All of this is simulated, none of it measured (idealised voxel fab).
Process module heading - voxel capacitor over wiring
Square cells of 5 nm make up the cross-section cut, whose width is 300 nm.
Each cross-section below is a grid of square cells, stated as bands in top-down order, with one or more rows of cells making up each band.
Within each band entry, the heights of the top and of the bottom of the band appear first, in that order and in nm; the materials of the band then follow from left to right, each with its corresponding width in nm. The designation "throughout" on a single material indicates that it fills the band from edge to edge; the designation "air" indicates empty space.
Heads up on the height convention: 0 is the point under which the incoming wafer is all one material, and the lowest band has no bottom, it just keeps going down, like "top 0, no bottom".
When a width is written as two numbers, as in "30..40", the first number is the width in the top row of cells of the band and the second is the width in its bottom row, and the width changes by the same amount from each row to the next.
It should be understood that the words "same as before", when stated for a given step, signify that the cross-section underwent no change in any of its cells during that step.
Empty spaces counting at least 8 cells and having no open way to the top are listed in "Voids lacking openings". The notation width x height at distance is used for each, the distance being from the left edge and all three values in nm.
It should be noted that, on the line of a given step, the content following the step's settings is a remark produced by the simulator itself with respect to that step.
"overlay nm" denotes, for a step that has a mask, the displacement of the mask to the right of its planned place, with negative values corresponding to the left.

THE FOLLOWING LIST GIVES THE PLANNED PROCESS STEPS
- 1: op RECEIVE | material Si
- 2: op CONFORMAL_DEP | material SiO2 | thk nm 15
- 3: op CONFORMAL_DEP | material SiN | thk nm 5
- 4: op DIRECTIONAL_DEP | material SiO2 | thk nm 15
- 5: op PATTERN | tone open | mask id METAL_1 | material resist | width nm 25 | pitch nm 85 | thk nm 20 | overlay nm 0
- 6: op DIRECTIONAL_ETCH | etch materials SiO2 | depth nm 15
- 7: op DIRECTIONAL_ETCH | etch materials SiN | depth nm 5
- 8: op STRIP | etch materials resist
- 9: op CONFORMAL_DEP | material TiN | thk nm 5
- 10: op FILL_DEP | material Cu | thk nm 5
- 11: op CMP | height nm 35
- 12: op EPI | material Ru | thk nm 5
- 13: op FILL_DEP | material SiCN | thk nm 5
- 14: op DIRECTIONAL_DEP | material SiO2 | thk nm 20
- 15: op PATTERN | tone open | mask id PLUG_1 | material resist | width nm 15 | thk nm 15 | overlay nm 0
- 16: op DIRECTIONAL_ETCH | etch materials SiO2 | depth nm 20
- 17: op DIRECTIONAL_ETCH | etch materials SiCN | depth nm 5
- 18: op STRIP | etch materials resist
- 19: op CONFORMAL_DEP | material TiN | thk nm 5
- 20: op FILL_DEP | material W | thk nm 5
- 21: op CMP | height nm 65
- 22: op DIRECTIONAL_DEP | material TiN | thk nm 5
- 23: op DIRECTIONAL_DEP | material SiN | thk nm 5
- 24: op DIRECTIONAL_DEP | material TiN | thk nm 5
- 25: op DIRECTIONAL_DEP | material aC | thk nm 15
- 26: op PATTERN | tone cover | mask id UPPER_PLATE | material resist | width nm 65 | thk nm 35 | overlay nm 0
- 27: op DIRECTIONAL_ETCH | etch materials aC | depth nm 15
- 28: op STRIP | etch materials resist
- 29: op DIRECTIONAL_ETCH | etch materials TiN | depth nm 5
- 30: op DIRECTIONAL_ETCH | etch materials SiN | depth nm 5
- 31: op STRIP | etch materials aC
- 32: op MASKED_ETCH | tone cover | mask id LOWER_PLATE | width nm 75 | etch materials TiN | depth nm 5 | overlay nm 0
- 33: op FILL_DEP | material SiO2 | thk nm 20
- 34: op CMP | height nm 95
- 35: op PATTERN | tone open | mask id PLUG_2 | material resist | width nm 15 | thk nm 20 | overlay nm 0
- 36: op DIRECTIONAL_ETCH | etch materials SiO2 | depth nm 15
- 37: op STRIP | etch materials resist
- 38: op CONFORMAL_DEP | material TiN | thk nm 5
- 39: op FILL_DEP | material W | thk nm 5
- 40: op CMP | height nm 95
- 41: op CONFORMAL_DEP | material SiN | thk nm 5

SHOWN IN CROSS-SECTION IS THE WAFER AS RECEIVED, THAT IS, AS IT STANDS AFTER STEP 1
  top 0, no bottom = Si throughout
  Voids lacking openings: none

FIRST WAFER AT THE END, AS PLANNED
  top 100, bottom 95 = SiN throughout
  top 95, bottom 85 = SiO2 (115), then TiN (5), then W (5), then TiN (5), then SiO2 (170)
  top 85, bottom 75 = SiO2 (115..105), then TiN (15..65), then SiO2 (170..130)
  top 75, bottom 70 = SiO2 (105), then SiN (65), then SiO2 (130)
  top 70, bottom 65 = SiO2 (100), then TiN (75), then SiO2 (125)
  top 65, bottom 45 = SiO2 (105), then TiN (5), then W (5), then TiN (5), then SiO2 (180)
  top 45, bottom 40 = SiCN (105), then TiN (15), then SiCN (180)
  top 40, bottom 35 = SiCN (90), then Ru (35), then SiCN (50), then Ru (35), then SiCN (90)
  top 35, bottom 20 = SiO2 (95), then TiN (5), then Cu (15), then TiN (5), then SiO2 (60), then TiN (5), then Cu (15), then TiN (5), then SiO2 (95)
  top 20, bottom 15 = SiN (95), then TiN (25), then SiN (60), then TiN (25), then SiN (95)
  top 15, bottom 0 = SiO2 throughout
  top 0, no bottom = Si throughout
  Voids lacking openings: none

END-OF-MODULE CROSS-SECTION OF THE SECOND WAFER: IDENTICAL STARTING POINT AND PROCESS PLAN TO THE FIRST, WITH ONE PROCESSING MISTAKE
  top 100, bottom 95 = SiN throughout
  top 95, bottom 85 = SiO2 (115), then TiN (5), then W (5), then TiN (5), then SiO2 (170)
  top 85, bottom 80 = SiO2 (115), then TiN (15), then SiO2 (170)
  top 80, bottom 75 = SiO2 throughout
  top 75, bottom 65 = SiO2 (105..100), then TiN (65..75), then SiO2 (130..125)
  top 65, bottom 45 = SiO2 (105), then TiN (5), then W (5), then TiN (5), then SiO2 (180)
  top 45, bottom 40 = SiCN (105), then TiN (15), then SiCN (180)
  top 40, bottom 35 = SiCN (90), then Ru (35), then SiCN (50), then Ru (35), then SiCN (90)
  top 35, bottom 20 = SiO2 (95), then TiN (5), then Cu (15), then TiN (5), then SiO2 (60), then TiN (5), then Cu (15), then TiN (5), then SiO2 (95)
  top 20, bottom 15 = SiN (95), then TiN (25), then SiN (60), then TiN (25), then SiN (95)
  top 15, bottom 0 = SiO2 throughout
  top 0, no bottom = Si throughout
  Voids lacking openings: none
Which mistake was made when the wafer was run? the plan's step 23 was left out and never carried out
It is noted that, at the conclusion of processing, the second wafer exhibits a higher or lower cell count for certain materials relative to the first: SiN -13; SiO2 +13
